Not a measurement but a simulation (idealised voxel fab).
The document below concerns the process module designated voxel self aligned vias.
Each square cell in cross-section cut measures 5 nm, and the section as a whole is 285 nm wide.
When this document writes out a cross-section, it uses a grid of square cells and lists it as bands, beginning at the top and moving down, with a band standing for one or more rows of cells. Top height, bottom height, nm. Materials left to right, width each, nm. Single material + "full width" = fills band edge to edge. "blank" = empty. Height is counted from the level 0, under which the received wafer is composed throughout of one material. The lowest of the bands is not closed at the bottom but continues downward, in the notation "0 -> down". Quick explanation for "30..40": the width changes in equal steps down the rows of cells, from the first number in the band's top row to the second number in its bottom row. When a step is marked "remained the same", none of the cells in the cross-section changed during that step. Entry "Unvented internal voids". Content: empty spaces with no open connection to the top, size 8 cells or greater. Each: width x height at distance. Distance: from left edge. Unit: nm. On each step's line, the part that comes after the settings is the simulator's own comment on the step. The "overlay nm" setting may appear on a step's line; for a step that uses a mask, it gives how far to the right of its planned position the mask lay, and a negative value indicates the left.
Planned step list for the process:
step 1: RECEIVE with material Si
step 2: CONFORMAL_DEP with material SiO2, thk nm 10
step 3: CONFORMAL_DEP with material SiCN, thk nm 5
step 4: DIRECTIONAL_DEP with material SiO2, thk nm 30
step 5: MASKED_ETCH with tone open, mask id LINES, width nm 25, pitch nm 60, etch materials SiO2, depth nm 30, overlay nm 0
step 6: CONFORMAL_DEP with material TiN, thk nm 5
step 7: FILL_DEP with material Ru, thk nm 5
step 8: CMP with height nm 45
step 9: SELECTIVE_ETCH with etch materials W Ru TiN, depth nm 10
step 10: FILL_DEP with material SiN, thk nm 5
step 11: CMP with height nm 45
step 12: DIRECTIONAL_DEP with material SiO2, thk nm 20
step 13: DIRECTIONAL_DEP with material aC, thk nm 10
step 14: PATTERN with tone open, mask id VIAS, material resist, width nm 45, pitch nm 60, thk nm 30, overlay nm 0
step 15: DIRECTIONAL_ETCH with etch materials aC, depth nm 10
step 16: STRIP with etch materials resist
step 17: DIRECTIONAL_ETCH with etch materials SiO2, depth nm 20
step 18: DIRECTIONAL_ETCH with etch materials SiN, depth nm 10
step 19: STRIP with etch materials aC
step 20: CONFORMAL_DEP with material TiN, thk nm 5
step 21: FILL_DEP with material Ru, thk nm 10
step 22: CMP with height nm 65
step 23: CONFORMAL_DEP with material SiCN, thk nm 5
Wafer cross-section on receipt, i.e. after step 1:
> 0 -> down | Si full width
> Unvented internal voids: none
The following cross-section depicts the wafer upon conclusion of the module. Processing commenced from the starting condition illustrated above and adhered to the plan illustrated above, save for one mistake in execution:
> 70 -> 65 | SiCN full width
> 65 -> 50 | 90 SiO2 / 5 TiN / 35 Ru / 5 TiN / 15 SiO2 / 5 TiN / 35 Ru / 5 TiN / 90 SiO2
> 50 -> 40 | 90..100 SiO2 / 15..5 TiN / 15 Ru / 15..5 TiN / 15..35 SiO2 / 15..5 TiN / 15 Ru / 15..5 TiN / 90..100 SiO2
> 40 -> 35 | 100 SiO2 / 25 TiN / 35 SiO2 / 25 TiN / 100 SiO2
> 35 -> 20 | 100 SiO2 / 5 TiN / 15 Ru / 5 TiN / 35 SiO2 / 5 TiN / 15 Ru / 5 TiN / 100 SiO2
> 20 -> 15 | 100 SiO2 / 25 TiN / 35 SiO2 / 25 TiN / 100 SiO2
> 15 -> 5 | SiO2 full width
> 5 -> 0 | SiCN full width
> 0 -> down | Si full width
> Unvented internal voids: none
Finding, execution versus plan: deviation from plan: step 3 and step 2 executed in one another's positions
